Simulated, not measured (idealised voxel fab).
process module | voxel ribs on slabs
cross-section cut | 265 nm wide | cells 5 nm
A cross-section is a grid of square cells, given in bands from the top down. A band is one or more rows of cells.
Each band's line starts with the height of the band's top and of its bottom, in nm. Then come its materials from left to right, each with its width in nm. One material with "throughout" fills the band from edge to edge. "air" is empty space.
Height 0 is the level under which the wafer as received is all one material. The lowest band goes on downwards, as in "0 down".
A width such as "30 to 40" changes by the same amount from each row of cells to the next, from the band's top row to its bottom row.
"no change" after a step means that no cell of the cross-section changed.
closed voids: empty space of 8 cells or more with no open way to the top, each as width x height at its distance from the left edge, in nm
after a step's settings: what the simulator itself notes on the step
overlay nm, on a step with a mask: how far to the right of its planned place the mask lay; to the left if negative
plan
1 op RECEIVE | material Si
2 op DIRECTIONAL_DEP | material SiO2 | thk nm 30
3 op DIRECTIONAL_DEP | material polySi | thk nm 20
4 op DIRECTIONAL_DEP | material aC | thk nm 10
5 op PATTERN | tone cover | mask id RIB | material resist | width nm 25 | thk nm 25 | overlay nm 0
6 op DIRECTIONAL_ETCH | etch materials aC | depth nm 5
7 op STRIP | etch materials resist
8 op DIRECTIONAL_ETCH | etch materials polySi | depth nm 10
9 op STRIP | etch materials aC
10 op MASKED_ETCH | tone cover | mask id SLAB | width nm 85 | etch materials polySi | depth nm 10 | overlay nm 0
11 op FILL_DEP | material SiO2 | thk nm 30
12 op CMP | height nm 70
13 op DIRECTIONAL_DEP | material TiN | thk nm 5
14 op DIRECTIONAL_DEP | material aC | thk nm 10
15 op PATTERN | tone cover | mask id HEATER | material resist | width nm 35 | thk nm 30 | overlay nm 0
16 op DIRECTIONAL_ETCH | etch materials aC | depth nm 10
17 op STRIP | etch materials resist
18 op DIRECTIONAL_ETCH | etch materials TiN | depth nm 5
19 op STRIP | etch materials aC
20 op CONFORMAL_DEP | material SiN | thk nm 5
varied across the wafers: depth nm of step 6. The plan shows the first wafer's value. All wafers start alike
first wafer as received, after step 1
  0 down: Si throughout
  closed voids: none
each wafer at the end: cells of each material gained (+) or lost (-) since it was received, then its closed voids
depth nm 5 | +55 SiN | +602 SiO2 | +7 TiN | +140 polySi | closed voids: none
depth nm 10 | +55 SiN | +698 SiO2 | +7 TiN | +44 polySi | closed voids: none
depth nm 15 | +55 SiN | +698 SiO2 | +7 TiN | +44 polySi | closed voids: none
depth nm 20 | +55 SiN | +698 SiO2 | +7 TiN | +44 polySi | closed voids: none
depth nm 25 | +55 SiN | +698 SiO2 | +7 TiN | +44 polySi | closed voids: none
